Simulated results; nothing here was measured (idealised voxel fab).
You're looking at the process module voxel lift off.
Displayed cross-section: cut, width of 225 nm, square cells sized 5 nm.
Throughout this document, each cross-section is represented as a grid of square cells and is presented as a sequence of bands enumerated from the top downward, where a band comprises one or more rows of cells.
This entry defines a band. It first specifies the height of the band's top and the height of its bottom in nm, and then specifies the band's materials from left to right, stating each material with its width in nm. The word "all across" identifies a single material that fills the band from edge to edge, while the word "empty" identifies empty space.
All heights in this document are referenced to 0, defined as the level beneath which the wafer, as received, consists entirely of one material. The lowest band is not bounded below; it extends indefinitely downward and is written in the form "from 0 down".
Top row gets the first number, bottom row gets the second, and each row in between changes by the same step: that is how a band width like "30 to 40" works.
Where a step carries "all unchanged", the cross-section came out of it unchanged, cell for cell.
Enclosed voids (no open way to top), threshold 8 cells or more, entry "closed voids", notation width x height at distance, distance from left edge, nm.
Note: text after step settings on the step line = simulator remark on that step.
overlay nm: mask right of planned place by this much (step with mask). Neg. = left.
## This section lists the process steps that were planned
1. op RECEIVE | material Si
2. op CONFORMAL_DEP | material SiO2 | thk nm 10
3. op PATTERN | tone open | mask id LINES | material resist | width nm 20 | pitch nm 50 | thk nm 20 | overlay nm 0
4. op DIRECTIONAL_DEP | material Ru | thk nm 5
5. op STRIP | etch materials resist
6. op CONFORMAL_DEP | material SiO2 | thk nm 5
## Cross-section: wafer on arrival = after step 1
> from 0 down | Si all across
> closed voids: none
## Post-module cross-section: identical start and plan to those above, one misstep in execution
> from 20 to 15 | 65 empty  40 SiO2  10 empty  40 SiO2  70 empty
> from 15 to 10 | 70 SiO2  30 Ru  20 SiO2  30 Ru  75 SiO2
> from 10 to 0 | SiO2 all across
> from 0 down | Si all across
> closed voids: none
Processing error: rather than as planned, step 3 actually ran as op PATTERN | tone open | mask id LINES | material resist | width nm 30 | pitch nm 50 | thk nm 20 | overlay nm 0
